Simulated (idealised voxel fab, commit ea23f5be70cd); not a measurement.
process module | voxel ribs on slabs
cross-section cut | 285 nm wide | cells 5 nm
A cross-section is a grid of square cells, given in bands from the top down. A band is one or more rows of cells.
Each band's line starts with the height of the band's top and of its bottom, in nm. Then come its materials from left to right, each with its width in nm. One material with "throughout" fills the band from edge to edge. "air" is empty space.
Height 0 is the level under which the wafer as received is all one material. The lowest band goes on downwards, as in "0 down".
A width such as "30 to 40" changes by the same amount from each row of cells to the next, from the band's top row to its bottom row.
"no change" after a step means that no cell of the cross-section changed.
closed voids: empty space of 8 cells or more with no open way to the top, each as width x height at its distance from the left edge, in nm
after a step's settings: what the simulator itself notes on the step
overlay nm, on a step with a mask: how far to the right of its planned place the mask lay; to the left if negative
Each pair below shows a cross-section before one step and the cross-section after it, down to the lowest band that changed. The line under each pair gives the step between them, with its settings. The pairs can come from different runs of this module on the same starting wafer, so a pair continues from the pair above only where its "before" says so.
before
  0 down: Si throughout
  closed voids: none
after
  30 to 0: SiO2 throughout
  below 0: unchanged
  closed voids: none
the step between: op DIRECTIONAL_DEP | material SiO2 | thk nm 30
before: the cross-section after the pair above
after
  50 to 30: SiN throughout
  below 30: unchanged
  closed voids: none
the step between: op DIRECTIONAL_DEP | material SiN | thk nm 20
before: the cross-section after the pair above
after
  65 to 50: aC throughout
  below 50: unchanged
  closed voids: none
the step between: op DIRECTIONAL_DEP | material aC | thk nm 15
before: the cross-section after the pair above
after
  95 to 65: air 125 | resist 30 | air 130
  below 65: unchanged
  closed voids: none
the step between: op PATTERN | tone cover | mask id RIB | material resist | width nm 30 | thk nm 30 | overlay nm 0
before: the cross-section after the pair above
after
  80 to 65: air 125 | resist 30 | air 130
  65 to 50: air 125 | aC 30 | air 130
  below 50: unchanged
  closed voids: none
the step between: op DIRECTIONAL_ETCH | etch materials aC | depth nm 15
before: the cross-section after the pair above
after
  65 to 50: air 125 | aC 30 | air 130
  below 50: unchanged
  closed voids: none
the step between: op STRIP | etch materials resist
before: the cross-section after the pair above
after
  65 to 50: air 125 | aC 30 | air 130
  50 to 45: air 125 | SiN 30 | air 130
  below 45: unchanged
  closed voids: none
the step between: op DIRECTIONAL_ETCH | etch materials SiN | depth nm 5
before: the cross-section after the pair above
after
  50 to 45: air 125 | SiN 30 | air 130
  below 45: unchanged
  closed voids: none
the step between: op STRIP | etch materials aC
before: the cross-section after the pair above
after
  65 to 60: air 125 | aC 30 | air 130
  60 to 50: aC throughout
  50 to 45: aC 125 | SiN 30 | aC 130
  below 45: unchanged
  closed voids: none
the step between: op DIRECTIONAL_DEP | material aC | thk nm 15
before: the cross-section after the pair above
after
  100 to 65: air 110 | resist 60 | air 115
  65 to 60: air 110 | resist 15 | aC 30 | resist 15 | air 115
  below 60: unchanged
  closed voids: none
the step between: op PATTERN | tone cover | mask id SLAB | material resist | width nm 60 | thk nm 35 | overlay nm 0
before: the cross-section after the pair above
after
  85 to 65: air 110 | resist 60 | air 115
  65 to 60: air 110 | resist 15 | aC 30 | resist 15 | air 115
  60 to 50: air 110 | aC 60 | air 115
  50 to 45: air 110 | aC 15 | SiN 30 | aC 15 | air 115
  below 45: unchanged
  closed voids: none
the step between: op DIRECTIONAL_ETCH | etch materials aC | depth nm 15
before: the cross-section after the pair above
after
  65 to 60: air 125 | aC 30 | air 130
  below 60: unchanged
  closed voids: none
the step between: op STRIP | etch materials resist
before: the cross-section after the pair above
after
  65 to 60: air 125 | aC 30 | air 130
  60 to 50: air 110 | aC 60 | air 115
  50 to 45: air 110 | aC 15 | SiN 30 | aC 15 | air 115
  45 to 30: air 110 | SiN 60 | air 115
  below 30: unchanged
  closed voids: none
the step between: op DIRECTIONAL_ETCH | etch materials SiN | depth nm 15
before: the cross-section after the pair above
after
  50 to 45: air 125 | SiN 30 | air 130
  below 45: unchanged
  closed voids: none
the step between: op STRIP | etch materials aC
before: the cross-section after the pair above
after
  75 to 50: SiO2 throughout
  50 to 45: SiO2 125 | SiN 30 | SiO2 130
  45 to 30: SiO2 110 | SiN 60 | SiO2 115
  below 30: unchanged
  closed voids: none
the step between: op FILL_DEP | material SiO2 | thk nm 25
before: the cross-section after the pair above
after
  65 to 50: SiO2 throughout
  below 50: unchanged
  closed voids: none
the step between: op CMP | height nm 65
before: the cross-section after the pair above
after
  75 to 65: W throughout
  below 65: unchanged
  closed voids: none
the step between: op DIRECTIONAL_DEP | material W | thk nm 10
before: the cross-section after the pair above
after
  95 to 75: air 120 | resist 40 | air 125
  below 75: unchanged
  closed voids: none
the step between: op PATTERN | tone cover | mask id HEATER | material resist | width nm 40 | thk nm 20 | overlay nm 0
before: the cross-section after the pair above
after
  95 to 75: air 120 | resist 40 | air 125
  75 to 65: air 120 | W 40 | air 125
  below 65: unchanged
  closed voids: none
the step between: op DIRECTIONAL_ETCH | etch materials W | depth nm 10
before: the cross-section after the pair above
after
  75 to 65: air 120 | W 40 | air 125
  below 65: unchanged
  closed voids: none
the step between: op STRIP | etch materials resist
before: the cross-section after the pair above
after
  85 to 75: air 110 | SiN 60 | air 115
  75 to 65: SiN 120 | W 40 | SiN 125
  below 65: unchanged
  closed voids: none
the step between: op CONFORMAL_DEP | material SiN | thk nm 10
before
  30 to 0: SiO2 throughout
  0 down: Si throughout
  closed voids: none
after
  60 to 0: SiO2 throughout
  below 0: unchanged
  closed voids: none
the step between: op DIRECTIONAL_DEP | material SiO2 | thk nm 30
before: the cross-section after the pair above
after
  80 to 60: SiN throughout
  below 60: unchanged
  closed voids: none
the step between: op DIRECTIONAL_DEP | material SiN | thk nm 20
before: the cross-section after the pair above
after
  95 to 80: aC throughout
  below 80: unchanged
  closed voids: none
the step between: op DIRECTIONAL_DEP | material aC | thk nm 15
before: the cross-section after the pair above
after
  125 to 95: air 125 | resist 30 | air 130
  below 95: unchanged
  closed voids: none
the step between: op PATTERN | tone cover | mask id RIB | material resist | width nm 30 | thk nm 30 | overlay nm 0
before: the cross-section after the pair above
after
  110 to 95: air 125 | resist 30 | air 130
  95 to 80: air 125 | aC 30 | air 130
  below 80: unchanged
  closed voids: none
the step between: op DIRECTIONAL_ETCH | etch materials aC | depth nm 15
before: the cross-section after the pair above
after
  95 to 80: air 125 | aC 30 | air 130
  below 80: unchanged
  closed voids: none
the step between: op STRIP | etch materials resist
before: the cross-section after the pair above
after
  95 to 80: air 125 | aC 30 | air 130
  80 to 75: air 125 | SiN 30 | air 130
  below 75: unchanged
  closed voids: none
the step between: op DIRECTIONAL_ETCH | etch materials SiN | depth nm 5
before: the cross-section after the pair above
after
  80 to 75: air 125 | SiN 30 | air 130
  below 75: unchanged
  closed voids: none
the step between: op STRIP | etch materials aC
before: the cross-section after the pair above
after
  95 to 90: air 125 | aC 30 | air 130
  90 to 80: aC throughout
  80 to 75: aC 125 | SiN 30 | aC 130
  below 75: unchanged
  closed voids: none
the step between: op DIRECTIONAL_DEP | material aC | thk nm 15
before: the cross-section after the pair above
after
  130 to 95: air 110 | resist 60 | air 115
  95 to 90: air 110 | resist 15 | aC 30 | resist 15 | air 115
  below 90: unchanged
  closed voids: none
the step between: op PATTERN | tone cover | mask id SLAB | material resist | width nm 60 | thk nm 35 | overlay nm 0
before: the cross-section after the pair above
after
  115 to 95: air 110 | resist 60 | air 115
  95 to 90: air 110 | resist 15 | aC 30 | resist 15 | air 115
  90 to 80: air 110 | aC 60 | air 115
  80 to 75: air 110 | aC 15 | SiN 30 | aC 15 | air 115
  below 75: unchanged
  closed voids: none
the step between: op DIRECTIONAL_ETCH | etch materials aC | depth nm 15
before: the cross-section after the pair above
after
  95 to 90: air 125 | aC 30 | air 130
  below 90: unchanged
  closed voids: none
the step between: op STRIP | etch materials resist
before: the cross-section after the pair above
after
  95 to 90: air 125 | aC 30 | air 130
  90 to 80: air 110 | aC 60 | air 115
  80 to 75: air 110 | aC 15 | SiN 30 | aC 15 | air 115
  75 to 60: air 110 | SiN 60 | air 115
  below 60: unchanged
  closed voids: none
the step between: op DIRECTIONAL_ETCH | etch materials SiN | depth nm 15
before: the cross-section after the pair above
after
  80 to 75: air 125 | SiN 30 | air 130
  below 75: unchanged
  closed voids: none
the step between: op STRIP | etch materials aC
before: the cross-section after the pair above
after
  105 to 80: SiO2 throughout
  80 to 75: SiO2 125 | SiN 30 | SiO2 130
  75 to 60: SiO2 110 | SiN 60 | SiO2 115
  below 60: unchanged
  closed voids: none
the step between: op FILL_DEP | material SiO2 | thk nm 25
before: the cross-section after the pair above
after
  65 to 60: SiO2 110 | SiN 60 | SiO2 115
  below 60: unchanged
  closed voids: none
the step between: op CMP | height nm 65
before: the cross-section after the pair above
after
  75 to 65: W throughout
  below 65: unchanged
  closed voids: none
the step between: op DIRECTIONAL_DEP | material W | thk nm 10
before: the cross-section after the pair above
after
  95 to 75: air 120 | resist 40 | air 125
  below 75: unchanged
  closed voids: none
the step between: op PATTERN | tone cover | mask id HEATER | material resist | width nm 40 | thk nm 20 | overlay nm 0
before: the cross-section after the pair above
after
  95 to 75: air 120 | resist 40 | air 125
  75 to 65: air 120 | W 40 | air 125
  below 65: unchanged
  closed voids: none
the step between: op DIRECTIONAL_ETCH | etch materials W | depth nm 10
before: the cross-section after the pair above
after
  75 to 65: air 120 | W 40 | air 125
  below 65: unchanged
  closed voids: none
the step between: op STRIP | etch materials resist
before: the cross-section after the pair above
after
  85 to 75: air 110 | SiN 60 | air 115
  75 to 65: SiN 120 | W 40 | SiN 125
  below 65: unchanged
  closed voids: none
the step between: op CONFORMAL_DEP | material SiN | thk nm 10
before
  0 down: Si throughout
  closed voids: none
after
  20 to 0: SiN throughout
  below 0: unchanged
  closed voids: none
the step between: op DIRECTIONAL_DEP | material SiN | thk nm 20
before: the cross-section after the pair above
after
  50 to 20: SiO2 throughout
  below 20: unchanged
  closed voids: none
the step between: op DIRECTIONAL_DEP | material SiO2 | thk nm 30
before: the cross-section after the pair above
after
  65 to 50: aC throughout
  below 50: unchanged
  closed voids: none
the step between: op DIRECTIONAL_DEP | material aC | thk nm 15
before: the cross-section after the pair above
after
  95 to 65: air 125 | resist 30 | air 130
  below 65: unchanged
  closed voids: none
the step between: op PATTERN | tone cover | mask id RIB | material resist | width nm 30 | thk nm 30 | overlay nm 0
before: the cross-section after the pair above
after
  80 to 65: air 125 | resist 30 | air 130
  65 to 50: air 125 | aC 30 | air 130
  below 50: unchanged
  closed voids: none
the step between: op DIRECTIONAL_ETCH | etch materials aC | depth nm 15
before: the cross-section after the pair above
after
  65 to 50: air 125 | aC 30 | air 130
  below 50: unchanged
  closed voids: none
the step between: op STRIP | etch materials resist
before: the cross-section after the pair above
after
  50 to 20: SiO2 throughout
  below 20: unchanged
  closed voids: none
the step between: op STRIP | etch materials aC
before
  65 to 50: aC throughout
  50 to 20: SiO2 throughout
  20 to 0: SiN throughout
  0 down: Si throughout
  closed voids: none
after
  100 to 65: air 110 | resist 60 | air 115
  below 65: unchanged
  closed voids: none
the step between: op PATTERN | tone cover | mask id SLAB | material resist | width nm 60 | thk nm 35 | overlay nm 0
before: the cross-section after the pair above
after
  85 to 65: air 110 | resist 60 | air 115
  65 to 50: air 110 | aC 60 | air 115
  below 50: unchanged
  closed voids: none
the step between: op DIRECTIONAL_ETCH | etch materials aC | depth nm 15
before: the cross-section after the pair above
after
  65 to 50: air 110 | aC 60 | air 115
  below 50: unchanged
  closed voids: none
the step between: op STRIP | etch materials resist
before: the cross-section after the pair above
after
  50 to 20: SiO2 throughout
  below 20: unchanged
  closed voids: none
the step between: op STRIP | etch materials aC
before: the cross-section after the pair above
after
  75 to 20: SiO2 throughout
  below 20: unchanged
  closed voids: none
the step between: op FILL_DEP | material SiO2 | thk nm 25
before: the cross-section after the pair above
after
  65 to 20: SiO2 throughout
  below 20: unchanged
  closed voids: none
the step between: op CMP | height nm 65
before: the cross-section after the pair above
after
  75 to 65: W throughout
  below 65: unchanged
  closed voids: none
the step between: op DIRECTIONAL_DEP | material W | thk nm 10
before: the cross-section after the pair above
after
  95 to 75: air 120 | resist 40 | air 125
  below 75: unchanged
  closed voids: none
the step between: op PATTERN | tone cover | mask id HEATER | material resist | width nm 40 | thk nm 20 | overlay nm 0
before: the cross-section after the pair above
after
  95 to 75: air 120 | resist 40 | air 125
  75 to 65: air 120 | W 40 | air 125
  below 65: unchanged
  closed voids: none
the step between: op DIRECTIONAL_ETCH | etch materials W | depth nm 10
before: the cross-section after the pair above
after
  75 to 65: air 120 | W 40 | air 125
  below 65: unchanged
  closed voids: none
the step between: op STRIP | etch materials resist
before: the cross-section after the pair above
after
  85 to 75: air 110 | SiN 60 | air 115
  75 to 65: SiN 120 | W 40 | SiN 125
  below 65: unchanged
  closed voids: none
the step between: op CONFORMAL_DEP | material SiN | thk nm 10
before
  75 to 50: SiO2 throughout
  50 to 45: SiO2 125 | SiN 30 | SiO2 130
  45 to 30: SiO2 110 | SiN 60 | SiO2 115
  30 to 0: SiO2 throughout
  0 down: Si throughout
  closed voids: none
after
  55 to 50: SiO2 throughout
  below 50: unchanged
  closed voids: none
the step between: op CMP | height nm 55
before: the cross-section after the pair above
after
  65 to 55: W throughout
  below 55: unchanged
  closed voids: none
the step between: op DIRECTIONAL_DEP | material W | thk nm 10
before: the cross-section after the pair above
after
  85 to 65: air 120 | resist 40 | air 125
  below 65: unchanged
  closed voids: none
the step between: op PATTERN | tone cover | mask id HEATER | material resist | width nm 40 | thk nm 20 | overlay nm 0
before: the cross-section after the pair above
after
  85 to 65: air 120 | resist 40 | air 125
  65 to 55: air 120 | W 40 | air 125
  below 55: unchanged
  closed voids: none
the step between: op DIRECTIONAL_ETCH | etch materials W | depth nm 10
before: the cross-section after the pair above
after
  65 to 55: air 120 | W 40 | air 125
  below 55: unchanged
  closed voids: none
the step between: op STRIP | etch materials resist
before: the cross-section after the pair above
after
  75 to 65: air 110 | SiN 60 | air 115
  65 to 55: SiN 120 | W 40 | SiN 125
  below 55: unchanged
  closed voids: none
the step between: op CONFORMAL_DEP | material SiN | thk nm 10
before
  75 to 65: W throughout
  65 to 50: SiO2 throughout
  50 to 45: SiO2 125 | SiN 30 | SiO2 130
  45 to 30: SiO2 110 | SiN 60 | SiO2 115
  30 to 0: SiO2 throughout
  0 down: Si throughout
  closed voids: none
after
  95 to 75: air 115 | resist 50 | air 120
  below 75: unchanged
  closed voids: none
the step between: op PATTERN | tone cover | mask id HEATER | material resist | width nm 50 | thk nm 20 | overlay nm 0
before: the cross-section after the pair above
after
  95 to 75: air 115 | resist 50 | air 120
  75 to 65: air 115 | W 50 | air 120
  below 65: unchanged
  closed voids: none
the step between: op DIRECTIONAL_ETCH | etch materials W | depth nm 10
before: the cross-section after the pair above
after
  75 to 65: air 115 | W 50 | air 120
  below 65: unchanged
  closed voids: none
the step between: op STRIP | etch materials resist
before: the cross-section after the pair above
after
  85 to 75: air 105 | SiN 70 | air 110
  75 to 65: SiN 115 | W 50 | SiN 120
  below 65: unchanged
  closed voids: none
the step between: op CONFORMAL_DEP | material SiN | thk nm 10
before
  75 to 65: W throughout
  65 to 50: SiO2 throughout
  50 to 45: SiO2 125 | SiN 30 | SiO2 130
  45 to 30: SiO2 110 | SiN 60 | SiO2 115
  30 to 0: SiO2 throughout
  0 down: Si throughout
  closed voids: none
after
  95 to 75: air 125 | resist 40 | air 120
  below 75: unchanged
  closed voids: none
the step between: op PATTERN | tone cover | mask id HEATER | material resist | width nm 40 | thk nm 20 | overlay nm 5
before: the cross-section after the pair above
after
  95 to 75: air 125 | resist 40 | air 120
  75 to 65: air 125 | W 40 | air 120
  below 65: unchanged
  closed voids: none
the step between: op DIRECTIONAL_ETCH | etch materials W | depth nm 10
before: the cross-section after the pair above
after
  75 to 65: air 125 | W 40 | air 120
  below 65: unchanged
  closed voids: none
the step between: op STRIP | etch materials resist
before: the cross-section after the pair above
after
  85 to 75: air 115 | SiN 60 | air 110
  75 to 65: SiN 125 | W 40 | SiN 120
  below 65: unchanged
  closed voids: none
the step between: op CONFORMAL_DEP | material SiN | thk nm 10
before
  50 to 45: air 125 | SiN 30 | air 130
  45 to 30: air 110 | SiN 60 | air 115
  30 to 0: SiO2 throughout
  0 down: Si throughout
  closed voids: none
after
  75 to 30: SiN throughout
  below 30: unchanged
  closed voids: none
the step between: op FILL_DEP | material SiN | thk nm 25
before: the cross-section after the pair above
after
  65 to 30: SiN throughout
  below 30: unchanged
  closed voids: none
the step between: op CMP | height nm 65
before: the cross-section after the pair above
after
  75 to 65: W throughout
  below 65: unchanged
  closed voids: none
the step between: op DIRECTIONAL_DEP | material W | thk nm 10
before: the cross-section after the pair above
after
  95 to 75: air 120 | resist 40 | air 125
  below 75: unchanged
  closed voids: none
the step between: op PATTERN | tone cover | mask id HEATER | material resist | width nm 40 | thk nm 20 | overlay nm 0
before: the cross-section after the pair above
after
  95 to 75: air 120 | resist 40 | air 125
  75 to 65: air 120 | W 40 | air 125
  below 65: unchanged
  closed voids: none
the step between: op DIRECTIONAL_ETCH | etch materials W | depth nm 10
before: the cross-section after the pair above
after
  75 to 65: air 120 | W 40 | air 125
  below 65: unchanged
  closed voids: none
the step between: op STRIP | etch materials resist
before: the cross-section after the pair above
after
  85 to 75: air 110 | SiN 60 | air 115
  75 to 65: SiN 120 | W 40 | SiN 125
  below 65: unchanged
  closed voids: none
the step between: op CONFORMAL_DEP | material SiN | thk nm 10
before
  65 to 50: aC throughout
  50 to 30: SiN throughout
  30 to 0: SiO2 throughout
  0 down: Si throughout
  closed voids: none
after
  95 to 65: resist 125 | air 30 | resist 130
  below 65: unchanged
  closed voids: none
the step between: op PATTERN | tone open | mask id RIB | material resist | width nm 30 | thk nm 30 | overlay nm 0
before: the cross-section after the pair above
after
  80 to 65: resist 125 | air 30 | resist 130
  65 to 50: aC 125 | air 30 | aC 130
  below 50: unchanged
  closed voids: none
the step between: op DIRECTIONAL_ETCH | etch materials aC | depth nm 15
before: the cross-section after the pair above
after
  65 to 50: aC 125 | air 30 | aC 130
  below 50: unchanged
  closed voids: none
the step between: op STRIP | etch materials resist
before: the cross-section after the pair above
after
  65 to 50: aC 125 | air 30 | aC 130
  50 to 45: SiN 125 | air 30 | SiN 130
  below 45: unchanged
  closed voids: none
the step between: op DIRECTIONAL_ETCH | etch materials SiN | depth nm 5
before: the cross-section after the pair above
after
  50 to 45: SiN 125 | air 30 | SiN 130
  below 45: unchanged
  closed voids: none
the step between: op STRIP | etch materials aC
before: the cross-section after the pair above
after
  65 to 60: aC 125 | air 30 | aC 130
  60 to 50: aC throughout
  50 to 45: SiN 125 | aC 30 | SiN 130
  below 45: unchanged
  closed voids: none
the step between: op DIRECTIONAL_DEP | material aC | thk nm 15
before: the cross-section after the pair above
after
  100 to 65: air 110 | resist 60 | air 115
  65 to 60: aC 125 | resist 30 | aC 130
  below 60: unchanged
  closed voids: none
the step between: op PATTERN | tone cover | mask id SLAB | material resist | width nm 60 | thk nm 35 | overlay nm 0
before: the cross-section after the pair above
after
  85 to 65: air 110 | resist 60 | air 115
  65 to 60: air 110 | aC 15 | resist 30 | aC 15 | air 115
  60 to 50: air 110 | aC 60 | air 115
  below 50: unchanged
  closed voids: none
the step between: op DIRECTIONAL_ETCH | etch materials aC | depth nm 15
before: the cross-section after the pair above
after
  65 to 60: air 110 | aC 15 | air 30 | aC 15 | air 115
  below 60: unchanged
  closed voids: none
the step between: op STRIP | etch materials resist
before: the cross-section after the pair above
after
  65 to 60: air 110 | aC 15 | air 30 | aC 15 | air 115
  60 to 50: air 110 | aC 60 | air 115
  50 to 45: air 110 | SiN 15 | aC 30 | SiN 15 | air 115
  45 to 35: air 110 | SiN 60 | air 115
  below 35: unchanged
  closed voids: none
the step between: op DIRECTIONAL_ETCH | etch materials SiN | depth nm 15
before: the cross-section after the pair above
after
  50 to 45: air 110 | SiN 15 | air 30 | SiN 15 | air 115
  below 45: unchanged
  closed voids: none
the step between: op STRIP | etch materials aC
before: the cross-section after the pair above
after
  75 to 50: SiO2 throughout
  50 to 45: SiO2 110 | SiN 15 | SiO2 30 | SiN 15 | SiO2 115
  45 to 35: SiO2 110 | SiN 60 | SiO2 115
  below 35: unchanged
  closed voids: none
the step between: op FILL_DEP | material SiO2 | thk nm 25
before: the cross-section after the pair above
after
  65 to 50: SiO2 throughout
  below 50: unchanged
  closed voids: none
the step between: op CMP | height nm 65
before: the cross-section after the pair above
after
  75 to 65: W throughout
  below 65: unchanged
  closed voids: none
the step between: op DIRECTIONAL_DEP | material W | thk nm 10
before: the cross-section after the pair above
after
  95 to 75: air 120 | resist 40 | air 125
  below 75: unchanged
  closed voids: none
the step between: op PATTERN | tone cover | mask id HEATER | material resist | width nm 40 | thk nm 20 | overlay nm 0
before: the cross-section after the pair above
after
  95 to 75: air 120 | resist 40 | air 125
  75 to 65: air 120 | W 40 | air 125
  below 65: unchanged
  closed voids: none
the step between: op DIRECTIONAL_ETCH | etch materials W | depth nm 10
before: the cross-section after the pair above
after
  75 to 65: air 120 | W 40 | air 125
  below 65: unchanged
  closed voids: none
the step between: op STRIP | etch materials resist
before: the cross-section after the pair above
after
  85 to 75: air 110 | SiN 60 | air 115
  75 to 65: SiN 120 | W 40 | SiN 125
  below 65: unchanged
  closed voids: none
the step between: op CONFORMAL_DEP | material SiN | thk nm 10
